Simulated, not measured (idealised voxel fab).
Process module, titled voxel transistor to metal
We display cut, a cross-section 265 nm in width whose square cells are each 5 nm.
Cross-sections here: square-cell grids, written as top-down lists of bands, a band being one or more rows of cells. Heads up on the band format: heights come first, top then bottom, in nm. After that it's the materials left to right, each with its width in nm. A single material flagged "edge to edge" fills the whole band edge to edge, and "empty" means there's empty space there. Convention: height 0 is the level below which the wafer, as received, is all one material. The lowest band does not terminate at the bottom but continues downward, represented as "z 0 and below". Graded width ("30->40"): value in top row of band = first number; value in bottom row = second number; row-to-row change constant. Key: "nothing different" - step with no changed cell in the cross-section. "Enclosed internal cavities" contains a list of empty spaces, each no smaller than 8 cells and without an open way to the top, written in the form width x height at distance with the distance from the left edge and all three in nm. If you see something after the settings on a step's line, that's the simulator's own remark about that step. Among the settings permitted on a step's line is "overlay nm"; applied to a step with a mask, it specifies the extent to which the mask lay to the right of its planned position, whereas a negative figure signifies a position to the left.

### So here's the lineup of process steps we planned
- 1: op RECEIVE | material Si
- 2: op CONFORMAL_DEP | material SiO2 | thk nm 5
- 3: op CONFORMAL_DEP | material SiN | thk nm 15
- 4: op MASKED_ETCH | tone cover | mask id ACTIVE | width nm 100 | pitch nm 125 | etch materials SiN | depth nm 15 | overlay nm 0
- 5: op MASKED_ETCH | tone cover | mask id ACTIVE | width nm 100 | pitch nm 125 | etch materials SiO2 | depth nm 5 | overlay nm 0
- 6: op MASKED_ETCH | tone cover | mask id ACTIVE | width nm 100 | pitch nm 125 | etch materials Si | depth nm 35 | overlay nm 0
- 7: op OXIDIZE | depth nm 5
- 8: op FILL_DEP | material SiO2 | thk nm 5
- 9: op CMP | height nm 20
- 10: op SELECTIVE_ETCH | etch materials SiO2 | depth nm 15
- 11: op STRIP | etch materials SiN
- 12: op SELECTIVE_ETCH | etch materials SiO2 | depth nm 5
- 13: op OXIDIZE | depth nm 5
- 14: op DIRECTIONAL_DEP | material polySi | thk nm 20
- 15: op DIRECTIONAL_DEP | material SiCN | thk nm 15
- 16: op MASKED_ETCH | tone cover | mask id GATE | width nm 20 | pitch nm 125 | etch materials SiCN | depth nm 25 | overlay nm 0
- 17: op MASKED_ETCH | tone cover | mask id GATE | width nm 20 | pitch nm 125 | etch materials polySi | depth nm 30 | overlay nm 0
- 18: op CONFORMAL_DEP | material SiN | thk nm 10
- 19: op DIRECTIONAL_ETCH | etch materials SiN | depth nm 10
- 20: op DIRECTIONAL_ETCH | etch materials SiO2 | depth nm 5
- 21: op EPI | material pSi | thk nm 5
- 22: op FILL_DEP | material SiO2 | thk nm 5
- 23: op CMP | height nm 35
- 24: op DIRECTIONAL_DEP | material SiO2 | thk nm 15
- 25: op DIRECTIONAL_DEP | material aC | thk nm 10
- 26: op PATTERN | tone open | mask id CONTACT | material resist | width nm 30 | thk nm 25 | overlay nm 0
- 27: op DIRECTIONAL_ETCH | etch materials aC | depth nm 10
- 28: op STRIP | etch materials resist
- 29: op DIRECTIONAL_ETCH | etch materials SiO2 | depth nm 50
- 30: op STRIP | etch materials aC
- 31: op CONFORMAL_DEP | material TiN | thk nm 5
- 32: op FILL_DEP | material Ru | thk nm 10
- 33: op CMP | height nm 50
- 34: op DIRECTIONAL_DEP | material TiN | thk nm 5
- 35: op DIRECTIONAL_DEP | material Ru | thk nm 20
- 36: op PATTERN | tone cover | mask id METAL_1 | material resist | width nm 15 | thk nm 15 | overlay nm 0
- 37: op DIRECTIONAL_ETCH | etch materials Ru | depth nm 20
- 38: op DIRECTIONAL_ETCH | etch materials TiN | depth nm 5
- 39: op STRIP | etch materials resist
- 40: op FILL_DEP | material SiO2 | thk nm 5
- 41: op CMP | height nm 75
- 42: op CONFORMAL_DEP | material SiCN | thk nm 5
- 43: op DIRECTIONAL_DEP | material SiO2 | thk nm 35
- 44: op DIRECTIONAL_DEP | material aC | thk nm 15
- 45: op PATTERN | tone open | mask id METAL_2 | material resist | width nm 15 | pitch nm 125 | thk nm 30 | overlay nm 0
- 46: op DIRECTIONAL_ETCH | etch materials aC | depth nm 15
- 47: op STRIP | etch materials resist
- 48: op DIRECTIONAL_ETCH | etch materials SiO2 | depth nm 20
- 49: op STRIP | etch materials aC
- 50: op DIRECTIONAL_DEP | material aC | thk nm 10
- 51: op PATTERN | tone open | mask id METAL_2_HOLES | material resist | width nm 15 | pitch nm 125 | thk nm 25 | overlay nm 0
- 52: op DIRECTIONAL_ETCH | etch materials aC | depth nm 10
- 53: op STRIP | etch materials resist
- 54: op DIRECTIONAL_ETCH | etch materials SiO2 | depth nm 15
- 55: op DIRECTIONAL_ETCH | etch materials SiCN | depth nm 5
- 56: op STRIP | etch materials aC
- 57: op CONFORMAL_DEP | material TiN | thk nm 5
- 58: op FILL_DEP | material Cu | thk nm 10
- 59: op CMP | height nm 115
- 60: op CONFORMAL_DEP | material SiCN | thk nm 5

### This is the cross-section of the wafer as we received it, i.e. after step 1
    z 0 and below: Si edge to edge
    Enclosed internal cavities: none

### First of two wafers, end-of-module section, run followed plan
    z 120 to 115: SiCN edge to edge
    z 115 to 80: SiO2 25 nm, then TiN 5 nm, then Cu 5 nm, then TiN 5 nm, then SiO2 110 nm, then TiN 5 nm, then Cu 5 nm, then TiN 5 nm, then SiO2 100 nm
    z 80 to 75: SiCN 25 nm, then TiN 15 nm, then SiCN 110 nm, then TiN 15 nm, then SiCN 100 nm
    z 75 to 55: SiO2 25 nm, then Ru 15 nm, then SiO2 60 nm, then Ru 15 nm, then SiO2 35 nm, then Ru 15 nm, then SiO2 60 nm, then Ru 15 nm, then SiO2 25 nm
    z 55 to 50: SiO2 25 nm, then TiN 15 nm, then SiO2 60 nm, then TiN 15 nm, then SiO2 35 nm, then TiN 15 nm, then SiO2 60 nm, then TiN 15 nm, then SiO2 25 nm
    z 50 to 40: SiO2 25 nm, then TiN 5 nm, then Ru 20 nm, then TiN 5 nm, then SiO2 30 nm, then TiN 5 nm, then Ru 20 nm, then TiN 5 nm, then SiO2 35 nm, then TiN 5 nm, then Ru 20 nm, then TiN 5 nm, then SiO2 30 nm, then TiN 5 nm, then Ru 20 nm, then TiN 5 nm, then SiO2 25 nm
    z 40 to 35: SiO2 25 nm, then TiN 5 nm, then Ru 15 nm, then TiN 10 nm, then SiO2 30 nm, then TiN 10 nm, then Ru 15 nm, then TiN 5 nm, then SiO2 35 nm, then TiN 5 nm, then Ru 15 nm, then TiN 10 nm, then SiO2 30 nm, then TiN 10 nm, then Ru 15 nm, then TiN 5 nm, then SiO2 25 nm
    z 35 to 20: SiO2 25 nm, then TiN 5 nm, then Ru 15 nm, then TiN 5 nm, then SiN 10 nm, then SiCN 20 nm, then SiN 10 nm, then TiN 5 nm, then Ru 15 nm, then TiN 5 nm, then SiO2 35 nm, then TiN 5 nm, then Ru 15 nm, then TiN 5 nm, then SiN 10 nm, then SiCN 20 nm, then SiN 10 nm, then TiN 5 nm, then Ru 15 nm, then TiN 5 nm, then SiO2 25 nm
    z 20 to 5: SiO2 25 nm, then TiN 5 nm, then Ru 15 nm, then TiN 5 nm, then SiN 10 nm, then polySi 20 nm, then SiN 10 nm, then TiN 5 nm, then Ru 15 nm, then TiN 5 nm, then SiO2 35 nm, then TiN 5 nm, then Ru 15 nm, then TiN 5 nm, then SiN 10 nm, then polySi 20 nm, then SiN 10 nm, then TiN 5 nm, then Ru 15 nm, then TiN 5 nm, then SiO2 25 nm
    z 5 to 0: SiO2 25 nm, then TiN 25 nm, then SiN 10 nm, then polySi 20 nm, then SiN 10 nm, then TiN 25 nm, then SiO2 35 nm, then TiN 25 nm, then SiN 10 nm, then polySi 20 nm, then SiN 10 nm, then TiN 25 nm, then SiO2 25 nm
    z 0 to -5: SiO2 20 nm, then pSi 30 nm, then SiO2 40 nm, then pSi 30 nm, then SiO2 25 nm, then pSi 30 nm, then SiO2 40 nm, then pSi 30 nm, then SiO2 20 nm
    z -5 to -40: SiO2 25 nm, then Si 90 nm, then SiO2 35 nm, then Si 90 nm, then SiO2 25 nm
    z -40 and below: Si edge to edge
    Enclosed internal cavities: none

### Second wafer cross-section at end of module - shared start and plan with the first, one mistake in the run
    z 120 to 115: SiCN edge to edge
    z 115 to 80: SiO2 25 nm, then TiN 5 nm, then Cu 5 nm, then TiN 5 nm, then SiO2 110 nm, then TiN 5 nm, then Cu 5 nm, then TiN 5 nm, then SiO2 100 nm
    z 80 to 75: SiCN 25 nm, then TiN 15 nm, then SiCN 110 nm, then TiN 15 nm, then SiCN 100 nm
    z 75 to 55: SiO2 25 nm, then Ru 15 nm, then SiO2 60 nm, then Ru 15 nm, then SiO2 35 nm, then Ru 15 nm, then SiO2 60 nm, then Ru 15 nm, then SiO2 25 nm
    z 55 to 50: SiO2 25 nm, then TiN 15 nm, then SiO2 60 nm, then TiN 15 nm, then SiO2 35 nm, then TiN 15 nm, then SiO2 60 nm, then TiN 15 nm, then SiO2 25 nm
    z 50 to 40: SiO2 25 nm, then TiN 5 nm, then Ru 20 nm, then TiN 5 nm, then SiO2 30 nm, then TiN 5 nm, then Ru 20 nm, then TiN 5 nm, then SiO2 35 nm, then TiN 5 nm, then Ru 20 nm, then TiN 5 nm, then SiO2 30 nm, then TiN 5 nm, then Ru 20 nm, then TiN 5 nm, then SiO2 25 nm
    z 40 to 35: SiO2 25 nm, then TiN 5 nm, then Ru 15 nm, then TiN 10 nm, then SiO2 30 nm, then TiN 10 nm, then Ru 15 nm, then TiN 5 nm, then SiO2 35 nm, then TiN 5 nm, then Ru 15 nm, then TiN 10 nm, then SiO2 30 nm, then TiN 10 nm, then Ru 15 nm, then TiN 5 nm, then SiO2 25 nm
    z 35 to 30: SiO2 25 nm, then TiN 5 nm, then Ru 15 nm, then TiN 5 nm, then SiN 10 nm, then SiCN 20 nm, then SiN 10 nm, then TiN 5 nm, then Ru 15 nm, then TiN 5 nm, then SiO2 35 nm, then TiN 5 nm, then Ru 15 nm, then TiN 5 nm, then SiN 10 nm, then SiCN 20 nm, then SiN 10 nm, then TiN 5 nm, then Ru 15 nm, then TiN 5 nm, then SiO2 25 nm
    z 30 to 5: SiO2 25 nm, then TiN 5 nm, then Ru 15 nm, then TiN 5 nm, then SiN 10 nm, then polySi 20 nm, then SiN 10 nm, then TiN 5 nm, then Ru 15 nm, then TiN 5 nm, then SiO2 35 nm, then TiN 5 nm, then Ru 15 nm, then TiN 5 nm, then SiN 10 nm, then polySi 20 nm, then SiN 10 nm, then TiN 5 nm, then Ru 15 nm, then TiN 5 nm, then SiO2 25 nm
    z 5 to 0: SiO2 25 nm, then TiN 25 nm, then SiN 10 nm, then polySi 20 nm, then SiN 10 nm, then TiN 25 nm, then SiO2 35 nm, then TiN 25 nm, then SiN 10 nm, then polySi 20 nm, then SiN 10 nm, then TiN 25 nm, then SiO2 25 nm
    z 0 to -5: SiO2 20 nm, then pSi 30 nm, then SiO2 40 nm, then pSi 30 nm, then SiO2 25 nm, then pSi 30 nm, then SiO2 40 nm, then pSi 30 nm, then SiO2 20 nm
    z -5 to -40: SiO2 25 nm, then Si 90 nm, then SiO2 35 nm, then Si 90 nm, then SiO2 25 nm
    z -40 and below: Si edge to edge
    Enclosed internal cavities: none
Heads up, the wafer didn't run the way we planned it: step 14 was not run as planned; what actually ran was op DIRECTIONAL_DEP | material polySi | thk nm 30
Heads up, by the end the second wafer has more or fewer cells of some materials compared to the first: SiCN: 16 fewer, polySi: 16 more
